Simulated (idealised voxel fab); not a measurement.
Process module heading - voxel ribs on slabs
240 nm wide, 5 nm square cells: that's cross-section cut.
Cross-section spec: square-cell grid; bands listed top down; each band is one or more rows.
Heads up on the band format: heights come first, top then bottom, in nm. After that it's the materials left to right, each with its width in nm. A single material flagged "edge to edge" fills the whole band edge to edge, and "blank" means there's empty space there.
The reference from which all heights are counted is 0, the level beneath which the as-received wafer is entirely one material; the lowest band, having no lower bound, proceeds downward and is written after the example "0 and below".
Note: "30..40" means the width goes from the first number (top row of the band) to the second number (bottom row) in equal steps per row of cells.
"changes: none" (step): cross-section cells unchanged, all of them.
This entry, "Closed internal voids", enumerates those empty regions of no fewer than 8 cells that possess no open connection to the top. Each region is reported in the form width x height at distance, the distance being taken from the left edge, with all three quantities expressed in nm.
It should be noted that, on the line of a given step, the content following the step's settings is a remark produced by the simulator itself with respect to that step.
overlay nm, on a step with a mask: how far to the right of its planned place the mask lay; to the left if negative

Planned process steps:
| 1 | RECEIVE,material Si |
| 2 | DIRECTIONAL_DEP,material SiO2,thk nm 30 |
| 3 | DIRECTIONAL_DEP,material SiN,thk nm 20 |
| 4 | PATTERN,tone cover,mask id RIB,material resist,width nm 20,thk nm 15,overlay nm 0 |
| 5 | DIRECTIONAL_ETCH,etch materials SiN,depth nm 10 |
| 6 | STRIP,etch materials resist |
| 7 | PATTERN,tone cover,mask id SLAB,material resist,width nm 70,thk nm 15,overlay nm 0 |
| 8 | DIRECTIONAL_ETCH,etch materials SiN,depth nm 10 |
| 9 | STRIP,etch materials resist |
| 10 | FILL_DEP,material SiO2,thk nm 30 |
| 11 | CMP,height nm 70 |
| 12 | DIRECTIONAL_DEP,material W,thk nm 10 |
| 13 | MASKED_ETCH,tone cover,mask id HEATER,width nm 30,etch materials W,depth nm 10,overlay nm 0 |
| 14 | CONFORMAL_DEP,material SiO2,thk nm 10 |

Incoming wafer, cross-sectional view, post step 1:
> 0 and below: Si edge to edge
> Closed internal voids: none

Figure: cross-sectional view of the wafer upon completion of the module, processed from the initial state and according to the plan depicted above, with one error introduced during execution:
> 90 down to 80: 95 blank / 50 SiO2 / 95 blank
> 80 down to 70: 105 SiO2 / 30 W / 105 SiO2
> 70 down to 50: SiO2 edge to edge
> 50 down to 40: 85 SiO2 / 25 SiN / 20 SiO2 / 25 SiN / 85 SiO2
> 40 down to 30: SiN edge to edge
> 30 down to 0: SiO2 edge to edge
> 0 and below: Si edge to edge
> Closed internal voids: none
So what did we get wrong on this run? step 4 was not run as planned; what actually ran was PATTERN,tone open,mask id RIB,material resist,width nm 20,thk nm 15,overlay nm 0
